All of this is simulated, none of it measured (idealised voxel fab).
The process module that follows is named voxel quadruple lines.
It is cross-section cut that appears here, measuring 260 nm in width, its square cells being 5 nm in size.
Reading order for cross-sections: top band down to bottom band. Underlying form: a grid of square cells. Band size: one or more rows of cells. Band: top and bottom heights (nm) first, top before bottom; then materials from left to right, widths in nm. "throughout" marks a sole material filling the band edge to edge. "empty" denotes empty space. Heights are expressed relative to 0, this being the level below which the as-received wafer comprises one material exclusively. The lowest band is unbounded in the downward direction and is denoted as in "0 nm and below". The width entry "30->40" should be interpreted row by row: the top row of cells in the band takes the first number, the bottom row takes the second number, and the change between adjacent rows is uniform throughout. Take "nothing changed" at face value: in the step it is given for, the cross-section changed in none of its cells. If an empty space has no open way to the top and is at least 8 cells in size, "Trapped voids" lists it, written width x height at distance, where distance is measured from the left edge and every value is in nm. Step line, after settings: the simulator's comment on this step. overlay nm: right-of-plan distance of the mask on a masked step; negative values mean left-of-plan.

## Listed below are the process steps as planned
step 1: RECEIVE,material Si
step 2: CONFORMAL_DEP,material SiO2,thk nm 5
step 3: DIRECTIONAL_DEP,material Ru,thk nm 10
step 4: DIRECTIONAL_DEP,material polySi,thk nm 15
step 5: DIRECTIONAL_DEP,material aC,thk nm 20
step 6: PATTERN,tone cover,mask id MANDREL,material resist,width nm 35,thk nm 25,overlay nm 0
step 7: DIRECTIONAL_ETCH,etch materials aC,depth nm 20
step 8: STRIP,etch materials resist
step 9: CONFORMAL_DEP,material SiO2,thk nm 15
step 10: DIRECTIONAL_ETCH,etch materials SiO2,depth nm 15
step 11: STRIP,etch materials aC
step 12: DIRECTIONAL_ETCH,etch materials polySi,depth nm 15
step 13: STRIP,etch materials SiO2
step 14: CONFORMAL_DEP,material SiCN,thk nm 10
step 15: DIRECTIONAL_ETCH,etch materials SiCN,depth nm 10
step 16: STRIP,etch materials polySi
step 17: DIRECTIONAL_ETCH,etch materials Ru,depth nm 10
step 18: STRIP,etch materials SiCN

## Cross-section: wafer on arrival = after step 1
	0 nm and below  Si throughout
	Trapped voids: none

## Cross-section, first of two wafers, end of module, run as planned
	15 nm to 5 nm  empty=85, then Ru=10, then empty=15, then Ru=10, then empty=15, then Ru=10, then empty=15, then Ru=10, then empty=90
	5 nm to 0 nm  SiO2 throughout
	0 nm and below  Si throughout
	Trapped voids: none

## Now the second wafer, cross-sectioned at the end of the module. Nothing different at the start, nothing different in the plan compared with the first, just one mistake when it was actually run
	10 nm to 0 nm  empty=85, then Ru=10, then empty=15, then Ru=10, then empty=15, then Ru=10, then empty=15, then Ru=10, then empty=90
	0 nm and below  Si throughout
	Trapped voids: none
Here's what went sideways: not run: step 2 of the plan (skipped)
Heads up, by the end the second wafer has more or fewer cells of some materials compared to the first: SiO2: 52 fewer
